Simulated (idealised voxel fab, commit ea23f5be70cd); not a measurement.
Process module name: voxel transistor to metal
In the cross-section labelled cut, the width is 155 nm and each square cell is 5 nm.
In what follows, cross-sections appear as grids of square cells, described through bands that run from the top down, where every band is one or more rows of cells. Look at the band entry: it leads with the top's height and the bottom's height in nm. Then it lists the materials left to right, with a width in nm for each. The word "all across" on a single material says that material fills the band edge to edge. The word "empty" is empty space. A quick word on heights: they are counted from 0, and under that level the wafer as it came to us is one material throughout. The lowest band is different from the rest in having no bottom; it simply continues downward, written as in "from 0 down". Per-row width for "30 to 40": begins at first number (top row of band), ends at second number (bottom row), increment between rows held constant. "identical to before", as given for a step, is the statement that not any cell of the cross-section underwent a change during that step. In the "Completely enclosed voids" entry, you get each enclosed empty space of 8 cells or more, one with no open way to the top, written width x height at distance, distance from the left edge, in nm. Step line, after settings: the simulator's comment on this step. "overlay nm" denotes, for a step that has a mask, the displacement of the mask to the right of its planned place, with negative values corresponding to the left.

# So here's the lineup of process steps we planned
- 1: RECEIVE, material Si
- 2: OXIDIZE, depth nm 5
- 3: CONFORMAL_DEP, material SiN, thk nm 15
- 4: MASKED_ETCH, tone cover, mask id ACTIVE, width nm 105, etch materials SiN, depth nm 15, overlay nm 0
- 5: MASKED_ETCH, tone cover, mask id ACTIVE, width nm 105, etch materials SiO2, depth nm 5, overlay nm 0
- 6: MASKED_ETCH, tone cover, mask id ACTIVE, width nm 105, etch materials Si, depth nm 35, overlay nm 0
- 7: OXIDIZE, depth nm 5
- 8: FILL_DEP, material SiO2, thk nm 10
- 9: CMP, height nm 15
- 10: SELECTIVE_ETCH, etch materials SiO2, depth nm 10
- 11: STRIP, etch materials SiN
- 12: SELECTIVE_ETCH, etch materials SiO2, depth nm 5
- 13: OXIDIZE, depth nm 5
- 14: DIRECTIONAL_DEP, material polySi, thk nm 25
- 15: DIRECTIONAL_DEP, material SiCN, thk nm 15
- 16: DIRECTIONAL_DEP, material aC, thk nm 10
- 17: PATTERN, tone cover, mask id GATE, material resist, width nm 15, thk nm 25, overlay nm 0
- 18: DIRECTIONAL_ETCH, etch materials aC, depth nm 10
- 19: STRIP, etch materials resist
- 20: DIRECTIONAL_ETCH, etch materials SiCN, depth nm 25
- 21: DIRECTIONAL_ETCH, etch materials polySi, depth nm 35
- 22: STRIP, etch materials aC
- 23: CONFORMAL_DEP, material SiO2, thk nm 5
- 24: DIRECTIONAL_ETCH, etch materials SiO2, depth nm 5
- 25: CONFORMAL_DEP, material SiN, thk nm 10
- 26: DIRECTIONAL_ETCH, etch materials SiN, depth nm 10
- 27: DIRECTIONAL_ETCH, etch materials SiO2, depth nm 5
- 28: DIRECTIONAL_ETCH, etch materials Si, depth nm 5
- 29: EPI, material pSi, thk nm 10
- 30: FILL_DEP, material SiO2, thk nm 5
- 31: CMP, height nm 35
- 32: DIRECTIONAL_DEP, material SiO2, thk nm 15
- 33: PATTERN, tone open, mask id CONTACT, material resist, width nm 20, pitch nm 65, thk nm 20, overlay nm 0
- 34: DIRECTIONAL_ETCH, etch materials SiO2, depth nm 50
- 35: STRIP, etch materials resist
- 36: CONFORMAL_DEP, material TiN, thk nm 5
- 37: FILL_DEP, material W, thk nm 5
- 38: CMP, height nm 50
- 39: CONFORMAL_DEP, material SiCN, thk nm 5
- 40: DIRECTIONAL_DEP, material SiO2, thk nm 25
- 41: PATTERN, tone open, mask id METAL_1, material resist, width nm 20, pitch nm 65, thk nm 15, overlay nm 0
- 42: DIRECTIONAL_ETCH, etch materials SiO2, depth nm 25
- 43: DIRECTIONAL_ETCH, etch materials SiCN, depth nm 5
- 44: STRIP, etch materials resist
- 45: CONFORMAL_DEP, material TiN, thk nm 5
- 46: FILL_DEP, material W, thk nm 5
- 47: CMP, height nm 80
- 48: EPI, material Ru, thk nm 5
- 49: FILL_DEP, material SiCN, thk nm 5

# So this is the incoming wafer in cross-section - it's already been through step 1
> from 0 down | Si all across
> Completely enclosed voids: none

# As-planned run: cross-section of the first of two wafers at end of module
> from 90 to 85 | SiCN all across
> from 85 to 80 | SiCN: 30, then Ru: 30, then SiCN: 35, then Ru: 30, then SiCN: 30
> from 80 to 55 | SiO2: 35, then TiN: 5, then W: 10, then TiN: 5, then SiO2: 45, then TiN: 5, then W: 10, then TiN: 5, then SiO2: 35
> from 55 to 50 | SiCN: 35, then TiN: 20, then SiCN: 45, then TiN: 20, then SiCN: 35
> from 50 to 35 | SiO2: 35, then TiN: 5, then W: 10, then TiN: 5, then SiO2: 45, then TiN: 5, then W: 10, then TiN: 5, then SiO2: 35
> from 35 to 20 | SiO2: 35, then TiN: 5, then W: 10, then TiN: 5, then SiN: 10, then SiO2: 5, then SiCN: 15, then SiO2: 5, then SiN: 10, then TiN: 5, then W: 10, then TiN: 5, then SiO2: 35
> from 20 to 5 | SiO2: 35, then TiN: 5, then W: 10, then TiN: 5, then SiN: 10, then SiO2: 5, then polySi: 15, then SiO2: 5, then SiN: 10, then TiN: 5, then W: 10, then TiN: 5, then SiO2: 35
> from 5 to 0 | SiO2: 35, then TiN: 20, then SiN: 10, then SiO2: 5, then polySi: 15, then SiO2: 5, then SiN: 10, then TiN: 20, then SiO2: 35
> from 0 to -5 | SiO2: 25, then SiN: 10, then pSi: 20, then SiN: 10, then SiO2: 5, then polySi: 15, then SiO2: 5, then SiN: 10, then pSi: 20, then SiN: 10, then SiO2: 25
> from -5 to -10 | SiO2: 35, then pSi: 20, then SiO2: 45, then pSi: 20, then SiO2: 35
> from -10 to -15 | SiO2: 30, then Si: 5, then pSi: 20, then Si: 45, then pSi: 20, then Si: 5, then SiO2: 30
> from -15 to -45 | SiO2: 30, then Si: 95, then SiO2: 30
> from -45 down | Si all across
> Completely enclosed voids: none

# What the second wafer looks like in cross-section once the module is done. Its start and its plan matched the first wafer's exactly; what differed was one mistake in how it was run
> from 90 to 85 | SiCN all across
> from 85 to 80 | SiCN: 30, then Ru: 30, then SiCN: 35, then Ru: 30, then SiCN: 30
> from 80 to 55 | SiO2: 35, then TiN: 5, then W: 10, then TiN: 5, then SiO2: 45, then TiN: 5, then W: 10, then TiN: 5, then SiO2: 35
> from 55 to 50 | SiCN: 35, then TiN: 20, then SiCN: 45, then TiN: 20, then SiCN: 35
> from 50 to 35 | SiO2: 35, then TiN: 5, then W: 10, then TiN: 5, then SiO2: 45, then TiN: 5, then W: 10, then TiN: 5, then SiO2: 35
> from 35 to 20 | SiO2: 35, then TiN: 5, then W: 10, then TiN: 5, then SiN: 10, then SiO2: 5, then SiCN: 15, then SiO2: 5, then SiN: 10, then TiN: 5, then W: 10, then TiN: 5, then SiO2: 35
> from 20 to 5 | SiO2: 35, then TiN: 5, then W: 10, then TiN: 5, then SiN: 10, then SiO2: 5, then polySi: 15, then SiO2: 5, then SiN: 10, then TiN: 5, then W: 10, then TiN: 5, then SiO2: 35
> from 5 to 0 | SiO2: 35, then TiN: 20, then SiN: 10, then SiO2: 5, then polySi: 15, then SiO2: 5, then SiN: 10, then TiN: 20, then SiO2: 35
> from 0 to -5 | SiO2: 25, then SiN: 10, then SiO2: 20, then SiN: 10, then SiO2: 5, then polySi: 15, then SiO2: 5, then SiN: 10, then SiO2: 20, then SiN: 10, then SiO2: 25
> from -5 to -10 | SiO2: 35, then pSi: 20, then SiO2: 45, then pSi: 20, then SiO2: 35
> from -10 to -45 | SiO2: 30, then Si: 95, then SiO2: 30
> from -45 down | Si all across
> Completely enclosed voids: none
Deviation noted in wafer processing: so 28 and 29 got swapped relative to the plan, each ran where the other was supposed to
The second wafer ends with more or fewer cells of some materials than the first, per final count: +8 Si | +8 SiO2 | -16 pSi
